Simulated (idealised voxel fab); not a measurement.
A process module follows: voxel quadruple lines.
FYI the section here is cut, 230 nm wide, cells are 5 nm squares.
In what follows, cross-sections appear as grids of square cells, described through bands that run from the top down, where every band is one or more rows of cells. Band: top and bottom heights (nm) first, top before bottom; then materials from left to right, widths in nm. "all across" marks a sole material filling the band edge to edge. "empty" denotes empty space. Note: height 0 marks the level under which the wafer is uniformly one material as received. Lowest band unbounded below, written "0 and below". Width "30..40": first value at the band's top row of cells, second value at its bottom row, equal change from row to row. "remains unaltered" after a step means that no cell of the cross-section changed. So "Sealed void inventory" is basically the list of trapped voids: any empty space of 8 cells or more that can't reach the top through an opening. They're written width x height at distance, the distance being from the left edge, and it's all nm. Note: text after step settings on the step line = simulator remark on that step. What "overlay nm" on a step's line means: if the step has a mask, that mask lay this far to the right of its planned place, or, when the value is negative, to the left.

Planned step list for the process
| 1 | RECEIVE, material Si |
| 2 | CONFORMAL_DEP, material SiO2, thk nm 5 |
| 3 | DIRECTIONAL_DEP, material TiN, thk nm 10 |
| 4 | DIRECTIONAL_DEP, material polySi, thk nm 15 |
| 5 | DIRECTIONAL_DEP, material aC, thk nm 20 |
| 6 | PATTERN, tone cover, mask id MANDREL, material resist, width nm 25, thk nm 25, overlay nm 0 |
| 7 | DIRECTIONAL_ETCH, etch materials aC, depth nm 20 |
| 8 | STRIP, etch materials resist |
| 9 | CONFORMAL_DEP, material SiO2, thk nm 15 |
| 10 | DIRECTIONAL_ETCH, etch materials SiO2, depth nm 15 |
| 11 | STRIP, etch materials aC |
| 12 | DIRECTIONAL_ETCH, etch materials polySi, depth nm 15 |
| 13 | STRIP, etch materials SiO2 |
| 14 | CONFORMAL_DEP, material SiCN, thk nm 5 |
| 15 | DIRECTIONAL_ETCH, etch materials SiCN, depth nm 5 |
| 16 | STRIP, etch materials polySi |
| 17 | DIRECTIONAL_ETCH, etch materials TiN, depth nm 10 |
| 18 | STRIP, etch materials SiCN |
| 19 | FILL_DEP, material SiO2, thk nm 5 |
| 20 | CMP, height nm 15 |

Cross-section, incoming material, after step 1
  0 and below: Si all across
  Sealed void inventory: none

As-planned run: cross-section of the first of two wafers at end of module
  15 down to 5: SiO2 (80) / TiN (5) / SiO2 (15) / TiN (5) / SiO2 (15) / TiN (5) / SiO2 (15) / TiN (5) / SiO2 (85)
  5 down to 0: SiO2 all across
  0 and below: Si all across
  Sealed void inventory: none

Second wafer at the end: like start, like plan, one mistake
  15 down to 5: SiO2 (95) / TiN (5) / SiO2 (25) / TiN (5) / SiO2 (100)
  5 down to 0: SiO2 all across
  0 and below: Si all across
  Sealed void inventory: none
The mistake made against the process plan was this: heads up, step 6 didn't go per plan, it actually ran as PATTERN, tone open, mask id MANDREL, material resist, width nm 25, thk nm 25, overlay nm 0
The closing comparison, in cells, has the second wafer with more or fewer of some materials than the first: 4 more of SiO2, 4 fewer of TiN
